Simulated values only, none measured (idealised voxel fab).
process module | voxel transistor to metal
cross-section cut | 160 nm wide | cells 5 nm
A cross-section is a grid of square cells, given in bands from the top down. A band is one or more rows of cells.
Each band's line starts with the height of the band's top and of its bottom, in nm. Then come its materials from left to right, each with its width in nm. One material with "throughout" fills the band from edge to edge. "air" is empty space.
Height 0 is the level under which the wafer as received is all one material. The lowest band goes on downwards, as in "0 down".
A width such as "30 to 40" changes by the same amount from each row of cells to the next, from the band's top row to its bottom row.
"no change" after a step means that no cell of the cross-section changed.
closed voids: empty space of 8 cells or more with no open way to the top, each as width x height at its distance from the left edge, in nm
after a step's settings: what the simulator itself notes on the step
overlay nm, on a step with a mask: how far to the right of its planned place the mask lay; to the left if negative
Each pair below shows a cross-section before one step and the cross-section after it, down to the lowest band that changed. The line under each pair gives the step between them, with its settings. The pairs can come from different runs of this module on the same starting wafer, so a pair continues from the pair above only where its "before" says so.
before
  90 to 80: Ru throughout
  80 to 75: TiN 40 | Ru 10 | TiN 60 | Ru 10 | TiN 40
  75 to 55: lowk 35 | TiN 5 | Ru 10 | TiN 5 | lowk 50 | TiN 5 | Ru 10 | TiN 5 | lowk 35
  55 to 50: SiN 35 | TiN 20 | SiN 50 | TiN 20 | SiN 35
  50 to 35: SiO2 35 | TiN 5 | W 10 | TiN 5 | SiO2 50 | TiN 5 | W 10 | TiN 5 | SiO2 35
  35 to 30: SiO2 35 | TiN 5 | W 10 | TiN 5 | SiO2 10 | SiN 5 | SiCN 20 | SiN 5 | SiO2 10 | TiN 5 | W 10 | TiN 5 | SiO2 35
  30 to 25: SiCN 25 | SiN 5 | SiO2 5 | TiN 20 | SiO2 10 | SiN 5 | SiCN 20 | SiN 5 | SiO2 10 | TiN 20 | SiO2 5 | SiN 5 | SiCN 25
  25 to 20: polySi 25 | SiCN 110 | polySi 25
  20 to 0: polySi throughout
  0 to -5: SiO2 25 | polySi 110 | SiO2 25
  -5 to -10: SiO2 throughout
  -10 to -40: SiO2 35 | Si 90 | SiO2 35
  -40 down: Si throughout
  closed voids: none
after
  75 to 55: lowk 35 | TiN 5 | Ru 10 | TiN 5 | lowk 50 | TiN 5 | Ru 10 | TiN 5 | lowk 35
  below 55: unchanged
  closed voids: none
the step between: op CMP | height nm 75
before: the cross-section after the pair above
after
  80 to 75: SiCN throughout
  below 75: unchanged
  closed voids: none
the step between: op CONFORMAL_DEP | material SiCN | thk nm 5
before: the cross-section after the pair above
after
  105 to 80: lowk throughout
  below 80: unchanged
  closed voids: none
the step between: op DIRECTIONAL_DEP | material lowk | thk nm 25
before: the cross-section after the pair above
after
  120 to 105: aC throughout
  below 105: unchanged
  closed voids: none
the step between: op DIRECTIONAL_DEP | material aC | thk nm 15
before: the cross-section after the pair above
after
  155 to 120: resist 35 | air 15 | resist 55 | air 15 | resist 40
  below 120: unchanged
  closed voids: none
the step between: op PATTERN | tone open | mask id METAL_2_HOLES | material resist | width nm 15 | pitch nm 70 | thk nm 35 | overlay nm 0
before: the cross-section after the pair above
after
  140 to 120: resist 35 | air 15 | resist 55 | air 15 | resist 40
  120 to 105: aC 35 | air 15 | aC 55 | air 15 | aC 40
  below 105: unchanged
  closed voids: none
the step between: op DIRECTIONAL_ETCH | etch materials aC | depth nm 15
before: the cross-section after the pair above
after
  120 to 105: aC 35 | air 15 | aC 55 | air 15 | aC 40
  below 105: unchanged
  closed voids: none
the step between: op STRIP | etch materials resist
before: the cross-section after the pair above
after
  120 to 105: aC 35 | air 15 | aC 55 | air 15 | aC 40
  105 to 80: lowk 35 | air 15 | lowk 55 | air 15 | lowk 40
  below 80: unchanged
  closed voids: none
the step between: op DIRECTIONAL_ETCH | etch materials lowk | depth nm 25
before: the cross-section after the pair above
after
  105 to 80: lowk 35 | air 15 | lowk 55 | air 15 | lowk 40
  below 80: unchanged
  closed voids: none
the step between: op STRIP | etch materials aC
before: the cross-section after the pair above
after
  120 to 105: resist 35 | air 20 | resist 50 | air 20 | resist 35
  below 105: unchanged
  closed voids: none
the step between: op PATTERN | tone open | mask id METAL_2 | material resist | width nm 20 | pitch nm 70 | thk nm 15 | overlay nm 0
before: the cross-section after the pair above
after
  120 to 105: resist 35 | air 20 | resist 50 | air 20 | resist 35
  105 to 90: lowk 35 | air 20 | lowk 50 | air 20 | lowk 35
  below 90: unchanged
  closed voids: none
the step between: op DIRECTIONAL_ETCH | etch materials lowk | depth nm 15
before: the cross-section after the pair above
after
  120 to 105: resist 35 | air 20 | resist 50 | air 20 | resist 35
  105 to 90: lowk 35 | air 20 | lowk 50 | air 20 | lowk 35
  90 to 80: lowk 35 | air 15 | lowk 55 | air 15 | lowk 40
  80 to 75: SiCN 35 | air 15 | SiCN 55 | air 15 | SiCN 40
  below 75: unchanged
  closed voids: none
the step between: op DIRECTIONAL_ETCH | etch materials SiCN | depth nm 5
before: the cross-section after the pair above
after
  105 to 90: lowk 35 | air 20 | lowk 50 | air 20 | lowk 35
  below 90: unchanged
  closed voids: none
the step between: op STRIP | etch materials resist
before: the cross-section after the pair above
after
  110 to 105: TiN 40 | air 10 | TiN 60 | air 10 | TiN 40
  105 to 95: lowk 35 | TiN 5 | air 10 | TiN 5 | lowk 50 | TiN 5 | air 10 | TiN 5 | lowk 35
  95 to 90: lowk 35 | TiN 5 | air 5 | TiN 10 | lowk 50 | TiN 5 | air 5 | TiN 10 | lowk 35
  90 to 80: lowk 35 | TiN 5 | air 5 | TiN 5 | lowk 55 | TiN 5 | air 5 | TiN 5 | lowk 40
  80 to 75: SiCN 35 | TiN 15 | SiCN 55 | TiN 15 | SiCN 40
  below 75: unchanged
  closed voids: none
the step between: op CONFORMAL_DEP | material TiN | thk nm 5
before: the cross-section after the pair above
after
  120 to 110: Cu throughout
  110 to 105: TiN 40 | Cu 10 | TiN 60 | Cu 10 | TiN 40
  105 to 95: lowk 35 | TiN 5 | Cu 10 | TiN 5 | lowk 50 | TiN 5 | Cu 10 | TiN 5 | lowk 35
  95 to 90: lowk 35 | TiN 5 | Cu 5 | TiN 10 | lowk 50 | TiN 5 | Cu 5 | TiN 10 | lowk 35
  90 to 80: lowk 35 | TiN 5 | Cu 5 | TiN 5 | lowk 55 | TiN 5 | Cu 5 | TiN 5 | lowk 40
  below 80: unchanged
  closed voids: none
the step between: op FILL_DEP | material Cu | thk nm 10
before: the cross-section after the pair above
after
  105 to 95: lowk 35 | TiN 5 | Cu 10 | TiN 5 | lowk 50 | TiN 5 | Cu 10 | TiN 5 | lowk 35
  below 95: unchanged
  closed voids: none
the step between: op CMP | height nm 105
before: the cross-section after the pair above
after
  110 to 105: SiCN throughout
  below 105: unchanged
  closed voids: none
the step between: op CONFORMAL_DEP | material SiCN | thk nm 5
before
  10 to 5: air 30 | SiN 100 | air 30
  5 to 0: SiO2 30 | SiN 100 | SiO2 30
  0 to -5: SiO2 throughout
  -5 to -40: SiO2 35 | Si 90 | SiO2 35
  -40 down: Si throughout
  closed voids: none
after
  10 to 0: air 30 | SiN 100 | air 30
  below 0: unchanged
  closed voids: none
the step between: op SELECTIVE_ETCH | etch materials SiO2 | depth nm 5
before: the cross-section after the pair above
after
  0 to -5: SiO2 throughout
  below -5: unchanged
  closed voids: none
the step between: op STRIP | etch materials SiN
before: the cross-section after the pair above
after
  25 to 0: polySi throughout
  below 0: unchanged
  closed voids: none
the step between: op DIRECTIONAL_DEP | material polySi | thk nm 25
before: the cross-section after the pair above
after
  40 to 25: SiCN throughout
  below 25: unchanged
  closed voids: none
the step between: op DIRECTIONAL_DEP | material SiCN | thk nm 15
before: the cross-section after the pair above
after
  40 to 25: air 70 | SiCN 20 | air 70
  below 25: unchanged
  closed voids: none
the step between: op MASKED_ETCH | tone cover | mask id GATE | width nm 20 | etch materials SiCN | depth nm 25 | overlay nm 0
before: the cross-section after the pair above
after
  40 to 25: air 70 | SiCN 20 | air 70
  25 to 0: air 70 | polySi 20 | air 70
  below 0: unchanged
  closed voids: none
the step between: op MASKED_ETCH | tone cover | mask id GATE | width nm 20 | etch materials polySi | depth nm 35 | overlay nm 0
before: the cross-section after the pair above
after
  45 to 40: air 65 | SiN 30 | air 65
  40 to 25: air 65 | SiN 5 | SiCN 20 | SiN 5 | air 65
  25 to 5: air 65 | SiN 5 | polySi 20 | SiN 5 | air 65
  5 to 0: SiN 70 | polySi 20 | SiN 70
  below 0: unchanged
  closed voids: none
the step between: op CONFORMAL_DEP | material SiN | thk nm 5
before: the cross-section after the pair above
after
  40 to 25: air 65 | SiN 5 | SiCN 20 | SiN 5 | air 65
  25 to 0: air 65 | SiN 5 | polySi 20 | SiN 5 | air 65
  below 0: unchanged
  closed voids: none
the step between: op DIRECTIONAL_ETCH | etch materials SiN | depth nm 5
before: the cross-section after the pair above
after
  40 to 25: air 65 | SiN 5 | SiCN 20 | SiN 5 | air 65
  25 to 0: air 65 | SiN 5 | polySi 20 | SiN 5 | air 65
  0 to -5: air 65 | SiO2 30 | air 65
  below -5: unchanged
  closed voids: none
the step between: op DIRECTIONAL_ETCH | etch materials SiO2 | depth nm 5
before: the cross-section after the pair above
after
  40 to 25: air 65 | SiN 5 | SiCN 20 | SiN 5 | air 65
  25 to 0: air 65 | SiN 5 | polySi 20 | SiN 5 | air 65
  0 to -5: air 30 | nSi 35 | SiO2 30 | nSi 35 | air 30
  below -5: unchanged
  closed voids: none
the step between: op EPI | material nSi | thk nm 5
before: the cross-section after the pair above
after
  45 to 40: SiO2 throughout
  40 to 25: SiO2 65 | SiN 5 | SiCN 20 | SiN 5 | SiO2 65
  25 to 0: SiO2 65 | SiN 5 | polySi 20 | SiN 5 | SiO2 65
  0 to -5: SiO2 30 | nSi 35 | SiO2 30 | nSi 35 | SiO2 30
  below -5: unchanged
  closed voids: none
the step between: op FILL_DEP | material SiO2 | thk nm 5
before: the cross-section after the pair above
after
  35 to 25: SiO2 65 | SiN 5 | SiCN 20 | SiN 5 | SiO2 65
  below 25: unchanged
  closed voids: none
the step between: op CMP | height nm 35
before: the cross-section after the pair above
after
  50 to 35: SiO2 throughout
  below 35: unchanged
  closed voids: none
the step between: op DIRECTIONAL_DEP | material SiO2 | thk nm 15
before: the cross-section after the pair above
after
  70 to 50: resist 35 | air 20 | resist 50 | air 20 | resist 35
  below 50: unchanged
  closed voids: none
the step between: op PATTERN | tone open | mask id CONTACT | material resist | width nm 20 | pitch nm 70 | thk nm 20 | overlay nm 0
before: the cross-section after the pair above
after
  70 to 50: resist 35 | air 20 | resist 50 | air 20 | resist 35
  50 to 35: SiO2 35 | air 20 | SiO2 50 | air 20 | SiO2 35
  35 to 25: SiO2 35 | air 20 | SiO2 10 | SiN 5 | SiCN 20 | SiN 5 | SiO2 10 | air 20 | SiO2 35
  25 to 0: SiO2 35 | air 20 | SiO2 10 | SiN 5 | polySi 20 | SiN 5 | SiO2 10 | air 20 | SiO2 35
  below 0: unchanged
  closed voids: none
the step between: op DIRECTIONAL_ETCH | etch materials SiO2 | depth nm 55
before: the cross-section after the pair above
after
  50 to 35: SiO2 35 | air 20 | SiO2 50 | air 20 | SiO2 35
  below 35: unchanged
  closed voids: none
the step between: op STRIP | etch materials resist
before: the cross-section after the pair above
after
  55 to 50: TiN 40 | air 10 | TiN 60 | air 10 | TiN 40
  50 to 35: SiO2 35 | TiN 5 | air 10 | TiN 5 | SiO2 50 | TiN 5 | air 10 | TiN 5 | SiO2 35
  35 to 25: SiO2 35 | TiN 5 | air 10 | TiN 5 | SiO2 10 | SiN 5 | SiCN 20 | SiN 5 | SiO2 10 | TiN 5 | air 10 | TiN 5 | SiO2 35
  25 to 5: SiO2 35 | TiN 5 | air 10 | TiN 5 | SiO2 10 | SiN 5 | polySi 20 | SiN 5 | SiO2 10 | TiN 5 | air 10 | TiN 5 | SiO2 35
  5 to 0: SiO2 35 | TiN 20 | SiO2 10 | SiN 5 | polySi 20 | SiN 5 | SiO2 10 | TiN 20 | SiO2 35
  below 0: unchanged
  closed voids: none
the step between: op CONFORMAL_DEP | material TiN | thk nm 5
before: the cross-section after the pair above
after
  65 to 55: W throughout
  55 to 50: TiN 40 | W 10 | TiN 60 | W 10 | TiN 40
  50 to 35: SiO2 35 | TiN 5 | W 10 | TiN 5 | SiO2 50 | TiN 5 | W 10 | TiN 5 | SiO2 35
  35 to 25: SiO2 35 | TiN 5 | W 10 | TiN 5 | SiO2 10 | SiN 5 | SiCN 20 | SiN 5 | SiO2 10 | TiN 5 | W 10 | TiN 5 | SiO2 35
  25 to 5: SiO2 35 | TiN 5 | W 10 | TiN 5 | SiO2 10 | SiN 5 | polySi 20 | SiN 5 | SiO2 10 | TiN 5 | W 10 | TiN 5 | SiO2 35
  below 5: unchanged
  closed voids: none
the step between: op FILL_DEP | material W | thk nm 10
before: the cross-section after the pair above
after
  50 to 35: SiO2 35 | TiN 5 | W 10 | TiN 5 | SiO2 50 | TiN 5 | W 10 | TiN 5 | SiO2 35
  below 35: unchanged
  closed voids: none
the step between: op CMP | height nm 50
before: the cross-section after the pair above
after
  55 to 50: SiN throughout
  below 50: unchanged
  closed voids: none
the step between: op CONFORMAL_DEP | material SiN | thk nm 5
before: the cross-section after the pair above
after
  75 to 55: lowk throughout
  below 55: unchanged
  closed voids: none
the step between: op DIRECTIONAL_DEP | material lowk | thk nm 20
before: the cross-section after the pair above
after
  90 to 75: resist 35 | air 20 | resist 50 | air 20 | resist 35
  below 75: unchanged
  closed voids: none
the step between: op PATTERN | tone open | mask id METAL_1 | material resist | width nm 20 | pitch nm 70 | thk nm 15 | overlay nm 0
before: the cross-section after the pair above
after
  90 to 75: resist 35 | air 20 | resist 50 | air 20 | resist 35
  75 to 55: lowk 35 | air 20 | lowk 50 | air 20 | lowk 35
  below 55: unchanged
  closed voids: none
the step between: op DIRECTIONAL_ETCH | etch materials lowk | depth nm 20
before: the cross-section after the pair above
after
  90 to 75: resist 35 | air 20 | resist 50 | air 20 | resist 35
  75 to 55: lowk 35 | air 20 | lowk 50 | air 20 | lowk 35
  55 to 50: SiN 35 | air 20 | SiN 50 | air 20 | SiN 35
  below 50: unchanged
  closed voids: none
the step between: op DIRECTIONAL_ETCH | etch materials SiN | depth nm 5
before: the cross-section after the pair above
after
  75 to 55: lowk 35 | air 20 | lowk 50 | air 20 | lowk 35
  below 55: unchanged
  closed voids: none
the step between: op STRIP | etch materials resist
before: the cross-section after the pair above
after
  80 to 75: TiN 40 | air 10 | TiN 60 | air 10 | TiN 40
  75 to 55: lowk 35 | TiN 5 | air 10 | TiN 5 | lowk 50 | TiN 5 | air 10 | TiN 5 | lowk 35
  55 to 50: SiN 35 | TiN 20 | SiN 50 | TiN 20 | SiN 35
  below 50: unchanged
  closed voids: none
the step between: op CONFORMAL_DEP | material TiN | thk nm 5
before: the cross-section after the pair above
after
  90 to 80: Ru throughout
  80 to 75: TiN 40 | Ru 10 | TiN 60 | Ru 10 | TiN 40
  75 to 55: lowk 35 | TiN 5 | Ru 10 | TiN 5 | lowk 50 | TiN 5 | Ru 10 | TiN 5 | lowk 35
  below 55: unchanged
  closed voids: none
the step between: op FILL_DEP | material Ru | thk nm 10
before: the cross-section after the pair above
after
  75 to 55: lowk 35 | TiN 5 | Ru 10 | TiN 5 | lowk 50 | TiN 5 | Ru 10 | TiN 5 | lowk 35
  below 55: unchanged
  closed voids: none
the step between: op CMP | height nm 75
before: the cross-section after the pair above
after
  80 to 75: SiCN throughout
  below 75: unchanged
  closed voids: none
the step between: op CONFORMAL_DEP | material SiCN | thk nm 5
before: the cross-section after the pair above
after
  105 to 80: lowk throughout
  below 80: unchanged
  closed voids: none
the step between: op DIRECTIONAL_DEP | material lowk | thk nm 25
before: the cross-section after the pair above
after
  120 to 105: aC throughout
  below 105: unchanged
  closed voids: none
the step between: op DIRECTIONAL_DEP | material aC | thk nm 15
before: the cross-section after the pair above
after
  155 to 120: resist 35 | air 15 | resist 55 | air 15 | resist 40
  below 120: unchanged
  closed voids: none
the step between: op PATTERN | tone open | mask id METAL_2_HOLES | material resist | width nm 15 | pitch nm 70 | thk nm 35 | overlay nm 0
before: the cross-section after the pair above
after
  140 to 120: resist 35 | air 15 | resist 55 | air 15 | resist 40
  120 to 105: aC 35 | air 15 | aC 55 | air 15 | aC 40
  below 105: unchanged
  closed voids: none
the step between: op DIRECTIONAL_ETCH | etch materials aC | depth nm 15
before: the cross-section after the pair above
after
  120 to 105: aC 35 | air 15 | aC 55 | air 15 | aC 40
  below 105: unchanged
  closed voids: none
the step between: op STRIP | etch materials resist
before: the cross-section after the pair above
after
  120 to 105: aC 35 | air 15 | aC 55 | air 15 | aC 40
  105 to 80: lowk 35 | air 15 | lowk 55 | air 15 | lowk 40
  below 80: unchanged
  closed voids: none
the step between: op DIRECTIONAL_ETCH | etch materials lowk | depth nm 25
before: the cross-section after the pair above
after
  105 to 80: lowk 35 | air 15 | lowk 55 | air 15 | lowk 40
  below 80: unchanged
  closed voids: none
the step between: op STRIP | etch materials aC
before: the cross-section after the pair above
after
  120 to 105: resist 35 | air 20 | resist 50 | air 20 | resist 35
  below 105: unchanged
  closed voids: none
the step between: op PATTERN | tone open | mask id METAL_2 | material resist | width nm 20 | pitch nm 70 | thk nm 15 | overlay nm 0
before: the cross-section after the pair above
after
  120 to 105: resist 35 | air 20 | resist 50 | air 20 | resist 35
  105 to 90: lowk 35 | air 20 | lowk 50 | air 20 | lowk 35
  below 90: unchanged
  closed voids: none
the step between: op DIRECTIONAL_ETCH | etch materials lowk | depth nm 15
before: the cross-section after the pair above
after
  120 to 105: resist 35 | air 20 | resist 50 | air 20 | resist 35
  105 to 90: lowk 35 | air 20 | lowk 50 | air 20 | lowk 35
  90 to 80: lowk 35 | air 15 | lowk 55 | air 15 | lowk 40
  80 to 75: SiCN 35 | air 15 | SiCN 55 | air 15 | SiCN 40
  below 75: unchanged
  closed voids: none
the step between: op DIRECTIONAL_ETCH | etch materials SiCN | depth nm 5
before: the cross-section after the pair above
after
  105 to 90: lowk 35 | air 20 | lowk 50 | air 20 | lowk 35
  below 90: unchanged
  closed voids: none
the step between: op STRIP | etch materials resist
before: the cross-section after the pair above
after
  110 to 105: TiN 40 | air 10 | TiN 60 | air 10 | TiN 40
  105 to 95: lowk 35 | TiN 5 | air 10 | TiN 5 | lowk 50 | TiN 5 | air 10 | TiN 5 | lowk 35
  95 to 90: lowk 35 | TiN 5 | air 5 | TiN 10 | lowk 50 | TiN 5 | air 5 | TiN 10 | lowk 35
  90 to 80: lowk 35 | TiN 5 | air 5 | TiN 5 | lowk 55 | TiN 5 | air 5 | TiN 5 | lowk 40
  80 to 75: SiCN 35 | TiN 15 | SiCN 55 | TiN 15 | SiCN 40
  below 75: unchanged
  closed voids: none
the step between: op CONFORMAL_DEP | material TiN | thk nm 5
before: the cross-section after the pair above
after
  120 to 110: Cu throughout
  110 to 105: TiN 40 | Cu 10 | TiN 60 | Cu 10 | TiN 40
  105 to 95: lowk 35 | TiN 5 | Cu 10 | TiN 5 | lowk 50 | TiN 5 | Cu 10 | TiN 5 | lowk 35
  95 to 90: lowk 35 | TiN 5 | Cu 5 | TiN 10 | lowk 50 | TiN 5 | Cu 5 | TiN 10 | lowk 35
  90 to 80: lowk 35 | TiN 5 | Cu 5 | TiN 5 | lowk 55 | TiN 5 | Cu 5 | TiN 5 | lowk 40
  below 80: unchanged
  closed voids: none
the step between: op FILL_DEP | material Cu | thk nm 10
before: the cross-section after the pair above
after
  105 to 95: lowk 35 | TiN 5 | Cu 10 | TiN 5 | lowk 50 | TiN 5 | Cu 10 | TiN 5 | lowk 35
  below 95: unchanged
  closed voids: none
the step between: op CMP | height nm 105
before: the cross-section after the pair above
after
  110 to 105: SiCN throughout
  below 105: unchanged
  closed voids: none
the step between: op CONFORMAL_DEP | material SiCN | thk nm 5
before
  25 to 20: polySi 25 | air 110 | polySi 25
  20 to 0: polySi throughout
  0 to -5: SiO2 25 | polySi 110 | SiO2 25
  -5 to -10: SiO2 throughout
  -10 to -40: SiO2 35 | Si 90 | SiO2 35
  -40 down: Si throughout
  closed voids: none
after
  35 to 30: SiCN 25 | air 110 | SiCN 25
  30 to 25: SiCN throughout
  25 to 20: polySi 25 | SiCN 110 | polySi 25
  below 20: unchanged
  closed voids: none
the step between: op DIRECTIONAL_DEP | material SiCN | thk nm 10
before: the cross-section after the pair above
after
  30 to 25: air 70 | SiCN 20 | air 70
  25 to 20: polySi 25 | air 45 | SiCN 20 | air 45 | polySi 25
  below 20: unchanged
  closed voids: none
the step between: op MASKED_ETCH | tone cover | mask id GATE | width nm 20 | etch materials SiCN | depth nm 25 | overlay nm 0
before: the cross-section after the pair above
after
  30 to 20: air 70 | SiCN 20 | air 70
  20 to 0: air 70 | polySi 20 | air 70
  0 to -5: SiO2 25 | air 45 | polySi 20 | air 45 | SiO2 25
  below -5: unchanged
  closed voids: none
the step between: op MASKED_ETCH | tone cover | mask id GATE | width nm 20 | etch materials polySi | depth nm 35 | overlay nm 0
before: the cross-section after the pair above
after
  35 to 30: air 65 | SiN 30 | air 65
  30 to 20: air 65 | SiN 5 | SiCN 20 | SiN 5 | air 65
  20 to 5: air 65 | SiN 5 | polySi 20 | SiN 5 | air 65
  5 to 0: SiN 30 | air 35 | SiN 5 | polySi 20 | SiN 5 | air 35 | SiN 30
  0 to -5: SiO2 25 | SiN 45 | polySi 20 | SiN 45 | SiO2 25
  below -5: unchanged
  closed voids: none
the step between: op CONFORMAL_DEP | material SiN | thk nm 5
before: the cross-section after the pair above
after
  30 to 20: air 65 | SiN 5 | SiCN 20 | SiN 5 | air 65
  20 to 0: air 65 | SiN 5 | polySi 20 | SiN 5 | air 65
  0 to -5: SiO2 25 | SiN 5 | air 35 | SiN 5 | polySi 20 | SiN 5 | air 35 | SiN 5 | SiO2 25
  below -5: unchanged
  closed voids: none
the step between: op DIRECTIONAL_ETCH | etch materials SiN | depth nm 5
before: the cross-section after the pair above
after
  30 to 20: air 65 | SiN 5 | SiCN 20 | SiN 5 | air 65
  20 to 0: air 65 | SiN 5 | polySi 20 | SiN 5 | air 65
  0 to -5: air 25 | SiN 5 | air 35 | SiN 5 | polySi 20 | SiN 5 | air 35 | SiN 5 | air 25
  -5 to -10: SiO2 30 | air 35 | SiO2 30 | air 35 | SiO2 30
  below -10: unchanged
  closed voids: none
the step between: op DIRECTIONAL_ETCH | etch materials SiO2 | depth nm 5
before: the cross-section after the pair above
after
  30 to 20: air 65 | SiN 5 | SiCN 20 | SiN 5 | air 65
  20 to 0: air 65 | SiN 5 | polySi 20 | SiN 5 | air 65
  0 to -5: air 25 | SiN 5 | air 35 | SiN 5 | polySi 20 | SiN 5 | air 35 | SiN 5 | air 25
  -5 to -10: SiO2 30 | nSi 35 | SiO2 30 | nSi 35 | SiO2 30
  below -10: unchanged
  closed voids: none
the step between: op EPI | material nSi | thk nm 5
before: the cross-section after the pair above
after
  35 to 30: SiO2 throughout
  30 to 20: SiO2 65 | SiN 5 | SiCN 20 | SiN 5 | SiO2 65
  20 to 0: SiO2 65 | SiN 5 | polySi 20 | SiN 5 | SiO2 65
  0 to -5: SiO2 25 | SiN 5 | SiO2 35 | SiN 5 | polySi 20 | SiN 5 | SiO2 35 | SiN 5 | SiO2 25
  below -5: unchanged
  closed voids: none
the step between: op FILL_DEP | material SiO2 | thk nm 5
before: the cross-section after the pair above
after
  50 to 30: SiO2 throughout
  below 30: unchanged
  closed voids: none
the step between: op DIRECTIONAL_DEP | material SiO2 | thk nm 15
before: the cross-section after the pair above
after
  70 to 50: resist 35 | air 20 | resist 50 | air 20 | resist 35
  below 50: unchanged
  closed voids: none
the step between: op PATTERN | tone open | mask id CONTACT | material resist | width nm 20 | pitch nm 70 | thk nm 20 | overlay nm 0
before: the cross-section after the pair above
after
  70 to 50: resist 35 | air 20 | resist 50 | air 20 | resist 35
  50 to 30: SiO2 35 | air 20 | SiO2 50 | air 20 | SiO2 35
  30 to 20: SiO2 35 | air 20 | SiO2 10 | SiN 5 | SiCN 20 | SiN 5 | SiO2 10 | air 20 | SiO2 35
  20 to 0: SiO2 35 | air 20 | SiO2 10 | SiN 5 | polySi 20 | SiN 5 | SiO2 10 | air 20 | SiO2 35
  0 to -5: SiO2 25 | SiN 5 | SiO2 5 | air 20 | SiO2 10 | SiN 5 | polySi 20 | SiN 5 | SiO2 10 | air 20 | SiO2 5 | SiN 5 | SiO2 25
  below -5: unchanged
  closed voids: none
the step between: op DIRECTIONAL_ETCH | etch materials SiO2 | depth nm 55
before: the cross-section after the pair above
after
  50 to 30: SiO2 35 | air 20 | SiO2 50 | air 20 | SiO2 35
  below 30: unchanged
  closed voids: none
the step between: op STRIP | etch materials resist
before: the cross-section after the pair above
after
  55 to 50: TiN 40 | air 10 | TiN 60 | air 10 | TiN 40
  50 to 30: SiO2 35 | TiN 5 | air 10 | TiN 5 | SiO2 50 | TiN 5 | air 10 | TiN 5 | SiO2 35
  30 to 20: SiO2 35 | TiN 5 | air 10 | TiN 5 | SiO2 10 | SiN 5 | SiCN 20 | SiN 5 | SiO2 10 | TiN 5 | air 10 | TiN 5 | SiO2 35
  20 to 0: SiO2 35 | TiN 5 | air 10 | TiN 5 | SiO2 10 | SiN 5 | polySi 20 | SiN 5 | SiO2 10 | TiN 5 | air 10 | TiN 5 | SiO2 35
  0 to -5: SiO2 25 | SiN 5 | SiO2 5 | TiN 20 | SiO2 10 | SiN 5 | polySi 20 | SiN 5 | SiO2 10 | TiN 20 | SiO2 5 | SiN 5 | SiO2 25
  below -5: unchanged
  closed voids: none
the step between: op CONFORMAL_DEP | material TiN | thk nm 5
before: the cross-section after the pair above
after
  65 to 55: W throughout
  55 to 50: TiN 40 | W 10 | TiN 60 | W 10 | TiN 40
  50 to 30: SiO2 35 | TiN 5 | W 10 | TiN 5 | SiO2 50 | TiN 5 | W 10 | TiN 5 | SiO2 35
  30 to 20: SiO2 35 | TiN 5 | W 10 | TiN 5 | SiO2 10 | SiN 5 | SiCN 20 | SiN 5 | SiO2 10 | TiN 5 | W 10 | TiN 5 | SiO2 35
  20 to 0: SiO2 35 | TiN 5 | W 10 | TiN 5 | SiO2 10 | SiN 5 | polySi 20 | SiN 5 | SiO2 10 | TiN 5 | W 10 | TiN 5 | SiO2 35
  below 0: unchanged
  closed voids: none
the step between: op FILL_DEP | material W | thk nm 10
before: the cross-section after the pair above
after
  50 to 30: SiO2 35 | TiN 5 | W 10 | TiN 5 | SiO2 50 | TiN 5 | W 10 | TiN 5 | SiO2 35
  below 30: unchanged
  closed voids: none
the step between: op CMP | height nm 50
before: the cross-section after the pair above
after
  55 to 50: SiN throughout
  below 50: unchanged
  closed voids: none
the step between: op CONFORMAL_DEP | material SiN | thk nm 5
before: the cross-section after the pair above
after
  75 to 55: lowk throughout
  below 55: unchanged
  closed voids: none
the step between: op DIRECTIONAL_DEP | material lowk | thk nm 20
before: the cross-section after the pair above
after
  90 to 75: resist 35 | air 20 | resist 50 | air 20 | resist 35
  below 75: unchanged
  closed voids: none
the step between: op PATTERN | tone open | mask id METAL_1 | material resist | width nm 20 | pitch nm 70 | thk nm 15 | overlay nm 0
before: the cross-section after the pair above
after
  90 to 75: resist 35 | air 20 | resist 50 | air 20 | resist 35
  75 to 55: lowk 35 | air 20 | lowk 50 | air 20 | lowk 35
  below 55: unchanged
  closed voids: none
the step between: op DIRECTIONAL_ETCH | etch materials lowk | depth nm 20
before: the cross-section after the pair above
after
  90 to 75: resist 35 | air 20 | resist 50 | air 20 | resist 35
  75 to 55: lowk 35 | air 20 | lowk 50 | air 20 | lowk 35
  55 to 50: SiN 35 | air 20 | SiN 50 | air 20 | SiN 35
  below 50: unchanged
  closed voids: none
the step between: op DIRECTIONAL_ETCH | etch materials SiN | depth nm 5
before: the cross-section after the pair above
after
  75 to 55: lowk 35 | air 20 | lowk 50 | air 20 | lowk 35
  below 55: unchanged
  closed voids: none
the step between: op STRIP | etch materials resist
before: the cross-section after the pair above
after
  80 to 75: TiN 40 | air 10 | TiN 60 | air 10 | TiN 40
  75 to 55: lowk 35 | TiN 5 | air 10 | TiN 5 | lowk 50 | TiN 5 | air 10 | TiN 5 | lowk 35
  55 to 50: SiN 35 | TiN 20 | SiN 50 | TiN 20 | SiN 35
  below 50: unchanged
  closed voids: none
the step between: op CONFORMAL_DEP | material TiN | thk nm 5
before: the cross-section after the pair above
after
  90 to 80: Ru throughout
  80 to 75: TiN 40 | Ru 10 | TiN 60 | Ru 10 | TiN 40
  75 to 55: lowk 35 | TiN 5 | Ru 10 | TiN 5 | lowk 50 | TiN 5 | Ru 10 | TiN 5 | lowk 35
  below 55: unchanged
  closed voids: none
the step between: op FILL_DEP | material Ru | thk nm 10
before: the cross-section after the pair above
after
  75 to 55: lowk 35 | TiN 5 | Ru 10 | TiN 5 | lowk 50 | TiN 5 | Ru 10 | TiN 5 | lowk 35
  below 55: unchanged
  closed voids: none
the step between: op CMP | height nm 75
before: the cross-section after the pair above
after
  80 to 75: SiCN throughout
  below 75: unchanged
  closed voids: none
the step between: op CONFORMAL_DEP | material SiCN | thk nm 5
before: the cross-section after the pair above
after
  105 to 80: lowk throughout
  below 80: unchanged
  closed voids: none
the step between: op DIRECTIONAL_DEP | material lowk | thk nm 25
before: the cross-section after the pair above
after
  120 to 105: aC throughout
  below 105: unchanged
  closed voids: none
the step between: op DIRECTIONAL_DEP | material aC | thk nm 15
before: the cross-section after the pair above
after
  155 to 120: resist 35 | air 15 | resist 55 | air 15 | resist 40
  below 120: unchanged
  closed voids: none
the step between: op PATTERN | tone open | mask id METAL_2_HOLES | material resist | width nm 15 | pitch nm 70 | thk nm 35 | overlay nm 0
before: the cross-section after the pair above
after
  140 to 120: resist 35 | air 15 | resist 55 | air 15 | resist 40
  120 to 105: aC 35 | air 15 | aC 55 | air 15 | aC 40
  below 105: unchanged
  closed voids: none
the step between: op DIRECTIONAL_ETCH | etch materials aC | depth nm 15
before: the cross-section after the pair above
after
  120 to 105: aC 35 | air 15 | aC 55 | air 15 | aC 40
  below 105: unchanged
  closed voids: none
the step between: op STRIP | etch materials resist
before: the cross-section after the pair above
after
  120 to 105: aC 35 | air 15 | aC 55 | air 15 | aC 40
  105 to 80: lowk 35 | air 15 | lowk 55 | air 15 | lowk 40
  below 80: unchanged
  closed voids: none
the step between: op DIRECTIONAL_ETCH | etch materials lowk | depth nm 25
